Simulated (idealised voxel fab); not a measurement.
Process module, titled voxel lift off
FYI the section here is cut, 245 nm wide, cells are 5 nm squares.
A cross-section in this document is a grid of square cells, and it is written down as bands, the top band listed before the ones below it; a band is made up of one or more rows of cells.
For a band, the entry starts with two heights in nm, that of the top and then that of the bottom, and carries on with the band's materials in order from left to right, each alongside its width in nm; the word "everywhere" beside a single material means it fills the band edge to edge, and "blank" means empty space.
Measure heights from 0. That's the level where, below it, the as-received wafer is all one material. The lowest band is bottomless and extends downward; write it as in "0 nm and below".
A width given as "30..40" starts at the first number in the band's top row and ends at the second number in its bottom row, shifting by an equal amount at every step from row to row.
Take "nothing altered" at face value: in the step it is given for, the cross-section changed in none of its cells.
Under "Sealed internal cavities" you'll find the enclosed gaps, the ones with no way out to the top, that are 8 cells or bigger; each reads width x height at distance, with distance counted from the left edge, everything in nm.
On each step's line, the part that comes after the settings is the simulator's own comment on the step.
overlay nm: where the mask lay relative to plan, measured to the right, on steps with a mask; negatives go left.
Planned process steps
| 1 | RECEIVE: material Si |
| 2 | CONFORMAL_DEP: material SiO2, thk nm 5 |
| 3 | PATTERN: tone open, mask id LINES, material resist, width nm 30, pitch nm 55, thk nm 20, overlay nm -15 |
| 4 | DIRECTIONAL_DEP: material Ru, thk nm 10 |
| 5 | STRIP: etch materials resist |
| 6 | CONFORMAL_DEP: material SiO2, thk nm 5 |
Every wafer here starts from the same state; it is the step 3 overlay nm that distinguishes them, and the value the plan gives belongs to the first wafer.
Step 1 complete: as-received cross-section of the first of several wafers
0 nm and below = Si everywhere
Sealed internal cavities: none
Here is how to read the rows: every wafer has a row, and it shows the wafer at the end of the module, giving for each material how many cells were gained (+) or lost (-) since the wafer was received, then listing its closed voids
overlay nm -15; +24 Ru; +106 SiO2; Sealed internal cavities: none
overlay nm -10; +24 Ru; +106 SiO2; Sealed internal cavities: none
overlay nm -5; +24 Ru; +106 SiO2; Sealed internal cavities: none
overlay nm 0; +24 Ru; +106 SiO2; Sealed internal cavities: none
overlay nm 5; +24 Ru; +106 SiO2; Sealed internal cavities: none
overlay nm 10; +24 Ru; +106 SiO2; Sealed internal cavities: none
overlay nm 15; +24 Ru; +106 SiO2; Sealed internal cavities: none
